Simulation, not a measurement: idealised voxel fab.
Process module in this document: voxel fin reveal
The cross-section on display is named cut; it measures 165 nm wide, and its cells are 5 nm squares.
If you're reading a cross-section in this doc, picture square cells in a grid; it comes to you as bands, top ones listed first down to the bottom, and a band can be one or more rows of cells. What a band's entry tells you: where the top is and where the bottom is, as heights in nm, and after that what lies inside, material by material from left to right, each with its width in nm. Empty space is written as the word "air", and a single material marked with the word "full width" occupies the band from edge to edge. Where do heights start? At 0: under that level the wafer as delivered is made of one material only. And the lowest band has no floor; it just carries on downward, as in "z 0 and below". The expression "30..40" gives the width at the extremes of the band, the first number at its top row of cells and the second at its bottom row, with the width changing by equal amounts from each row to the next in between. No cell of the cross-section changed in a step that is given as "all unchanged". Entry "Closed void catalog" = empty spaces >= 8 cells with no open way to the top; each as width x height at distance, distance from left edge, all nm. On each step's line, the part that comes after the settings is the simulator's own comment on the step. Each step line may optionally specify "overlay nm", which for a step with a mask gives the rightward distance between the mask's planned place and where it lay, a negative value indicating the leftward direction.

[Steps in the process plan]
- 1: RECEIVE: material Si
- 2: CONFORMAL_DEP: material SiN, thk nm 5
- 3: MASKED_ETCH: tone cover, mask id FINS, width nm 15, pitch nm 40, etch materials SiN, depth nm 5, overlay nm 0
- 4: MASKED_ETCH: tone cover, mask id FINS, width nm 15, pitch nm 40, etch materials Si, depth nm 40, overlay nm -15
- 5: OXIDIZE: depth nm 5
- 6: FILL_DEP: material SiO2, thk nm 10
- 7: CMP: height nm 5
- 8: SELECTIVE_ETCH: etch materials SiO2, depth nm 25
- 9: STRIP: etch materials SiN
- 10: CONFORMAL_DEP: material SiO2, thk nm 5
Heads up: all these wafers start the same, and what changes between them is the overlay nm in step 4. The value you see in the plan is just what the first wafer got.

[After step 1, as received: first of several wafers, cross-section]
    z 0 and below | Si full width
    Closed void catalog: none

[Wafer cross-section (first of several) - module end, post step 10 (last step)]
    z 5 to 0 | air 55, then SiO2 15, then air 25, then SiO2 15, then air 55
    z 0 to -5 | air 40, then SiO2 20, then Si 5, then SiO2 5, then air 10, then SiO2 20, then Si 5, then SiO2 5, then air 55
    z -5 to -15 | air 40, then SiO2 5, then Si 20, then SiO2 5, then air 10, then SiO2 5, then Si 20, then SiO2 5, then air 55
    z -15 to -45 | SiO2 45, then Si 20, then SiO2 20, then Si 20, then SiO2 60
    z -45 and below | Si full width
    Closed void catalog: none

[X-section, last wafer, module end]
    z 5 to 0 | air 55, then SiO2 15, then air 25, then SiO2 15, then air 55
    z 0 to -5 | air 55, then SiO2 5, then Si 5, then SiO2 20, then air 10, then SiO2 5, then Si 5, then SiO2 20, then air 40
    z -5 to -15 | air 55, then SiO2 5, then Si 20, then SiO2 5, then air 10, then SiO2 5, then Si 20, then SiO2 5, then air 40
    z -15 to -45 | SiO2 60, then Si 20, then SiO2 20, then Si 20, then SiO2 45
    z -45 and below | Si full width
    Closed void catalog: none

[So in this table every wafer gets its own row, and what you see is where it stands at the end of the module: for each material, how many cells it picked up (+) or gave up (-) since we received it, and after that its closed voids]
overlay nm -15; -231 Si; +174 SiO2; Closed void catalog: none
overlay nm -10; -247 Si; +184 SiO2; Closed void catalog: none
overlay nm -5; -263 Si; +194 SiO2; Closed void catalog: none
overlay nm 0; -279 Si; +204 SiO2; Closed void catalog: none
overlay nm 5; -263 Si; +194 SiO2; Closed void catalog: none
overlay nm 10; -247 Si; +184 SiO2; Closed void catalog: none
overlay nm 15; -231 Si; +174 SiO2; Closed void catalog: none
